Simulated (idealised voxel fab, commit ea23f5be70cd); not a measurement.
Process module, titled voxel wiring stack
The figure presents cross-section cut, which has a width of 265 nm and is divided into square cells with an edge length of 5 nm.
Each cross-section below is a grid of square cells, stated as bands in top-down order, with one or more rows of cells making up each band.
Heights first: top, then bottom, in nm. Then materials, left to right, each with a width in nm. "edge to edge" on a single material: fills the band edge to edge. "empty": empty space.
Where do heights start? At 0: under that level the wafer as delivered is made of one material only. And the lowest band has no floor; it just carries on downward, as in "0 down".
Top row gets the first number, bottom row gets the second, and each row in between changes by the same step: that is how a band width like "30..40" works.
"nothing altered", as given for a step, is the statement that not any cell of the cross-section underwent a change during that step.
"Closed void register" lists enclosed empty spaces (at least 8 cells, no open path upward to the top), each as width x height at distance from the left edge, in nm.
On a step's line, text after the settings is the simulator commenting on that step.
Steps that use a mask can have "overlay nm" on their line. It says how far the mask sat to the right of where it was meant to be. Negative means to the left.

So here's the lineup of process steps we planned:
1 RECEIVE [material Si]
2 CONFORMAL_DEP [material SiO2] [thk nm 10]
3 CONFORMAL_DEP [material SiCN] [thk nm 5]
4 DIRECTIONAL_DEP [material SiO2] [thk nm 20]
5 DIRECTIONAL_DEP [material aC] [thk nm 15]
6 PATTERN [tone open] [mask id METAL_1] [material resist] [width nm 30] [pitch nm 60] [thk nm 35] [overlay nm 0]
7 DIRECTIONAL_ETCH [etch materials aC] [depth nm 15]
8 STRIP [etch materials resist]
9 DIRECTIONAL_ETCH [etch materials SiO2] [depth nm 20]
10 DIRECTIONAL_ETCH [etch materials SiCN] [depth nm 5]
11 STRIP [etch materials aC]
12 CONFORMAL_DEP [material TiN] [thk nm 5]
13 FILL_DEP [material W] [thk nm 5]
14 CMP [height nm 35]
15 EPI [material Ru] [thk nm 5]
16 FILL_DEP [material SiCN] [thk nm 5]
17 DIRECTIONAL_DEP [material SiO2] [thk nm 10]
18 PATTERN [tone open] [mask id PLUG_1] [material resist] [width nm 15] [pitch nm 60] [thk nm 15] [overlay nm 0]
19 DIRECTIONAL_ETCH [etch materials SiO2] [depth nm 10]
20 DIRECTIONAL_ETCH [etch materials SiCN] [depth nm 5]
21 STRIP [etch materials resist]
22 EPI [material Ru] [thk nm 10]
23 EPI [material Ru] [thk nm 5]
24 DIRECTIONAL_DEP [material TiN] [thk nm 5]
25 DIRECTIONAL_DEP [material W] [thk nm 15]
26 DIRECTIONAL_DEP [material aC] [thk nm 15]
27 PATTERN [tone cover] [mask id METAL_2] [material resist] [width nm 30] [pitch nm 60] [thk nm 30] [overlay nm 0]
28 DIRECTIONAL_ETCH [etch materials aC] [depth nm 15]
29 STRIP [etch materials resist]
30 DIRECTIONAL_ETCH [etch materials W] [depth nm 15]
31 DIRECTIONAL_ETCH [etch materials TiN] [depth nm 5]
32 STRIP [etch materials aC]
33 CONFORMAL_DEP [material SiN] [thk nm 5]
34 FILL_DEP [material lowk] [thk nm 5]
35 CMP [height nm 75]
36 CONFORMAL_DEP [material SiCN] [thk nm 5]

As received (post step 1): cross-section:
  0 down = Si edge to edge
  Closed void register: none

Cross-section, first of two wafers, end of module, run as planned:
  80 to 75 = SiCN edge to edge
  75 to 60 = lowk=50 / SiN=5 / W=30 / SiN=5 / lowk=20 / SiN=5 / W=30 / SiN=5 / lowk=20 / SiN=5 / W=30 / SiN=5 / lowk=55
  60 to 55 = SiN=55 / TiN=30 / SiN=30 / TiN=30 / SiN=30 / TiN=30 / SiN=60
  55 to 45 = SiO2=55 / Ru=15 / SiO2=45 / Ru=15 / SiO2=45 / Ru=15 / SiO2=75
  45 to 35 = SiCN=55..50 / Ru=15..40 / SiCN=45..20 / Ru=15..40 / SiCN=45..20 / Ru=15..40 / SiCN=75..55
  35 to 15 = SiO2=55 / TiN=5 / W=20 / TiN=5 / SiO2=30 / TiN=5 / W=20 / TiN=5 / SiO2=30 / TiN=5 / W=20 / TiN=5 / SiO2=60
  15 to 10 = SiCN=55 / TiN=30 / SiCN=30 / TiN=30 / SiCN=30 / TiN=30 / SiCN=60
  10 to 0 = SiO2 edge to edge
  0 down = Si edge to edge
  Closed void register: none

Wafer two (of two), end-of-module cross-section: start = wafer one, plan = wafer one, one run mistake:
  80 to 75 = SiCN edge to edge
  75 to 70 = lowk=50 / SiN=5 / W=30 / SiN=5 / lowk=20 / SiN=5 / W=30 / SiN=5 / lowk=20 / SiN=5 / W=30 / SiN=5 / lowk=55
  70 to 65 = lowk=40 / SiN=15 / TiN=25 / W=5 / SiN=5 / lowk=10 / SiN=15 / TiN=25 / W=5 / SiN=5 / lowk=10 / SiN=15 / TiN=25 / W=5 / SiN=5 / lowk=55
  65 to 60 = lowk=40 / SiN=5 / Ru=35 / W=5 / SiN=5 / lowk=10 / SiN=5 / Ru=35 / W=5 / SiN=5 / lowk=10 / SiN=5 / Ru=35 / W=5 / SiN=5 / lowk=55
  60 to 55 = SiN=45 / Ru=35 / TiN=5 / SiN=20 / Ru=35 / TiN=5 / SiN=20 / Ru=35 / TiN=5 / SiN=60
  55 to 45 = SiO2=55 / Ru=15 / SiO2=45 / Ru=15 / SiO2=45 / Ru=15 / SiO2=75
  45 to 35 = SiCN=55..50 / Ru=15..40 / SiCN=45..20 / Ru=15..40 / SiCN=45..20 / Ru=15..40 / SiCN=75..55
  35 to 15 = SiO2=55 / TiN=5 / W=20 / TiN=5 / SiO2=30 / TiN=5 / W=20 / TiN=5 / SiO2=30 / TiN=5 / W=20 / TiN=5 / SiO2=60
  15 to 10 = SiCN=55 / TiN=30 / SiCN=30 / TiN=30 / SiCN=30 / TiN=30 / SiCN=60
  10 to 0 = SiO2 edge to edge
  0 down = Si edge to edge
  Closed void register: none
Against the plan, the run slipped here: heads up, step 22 of the plan got done twice
Final comparison by cell count, materials where the second wafer has more or fewer than the first: +42 Ru, -30 W, -12 lowk
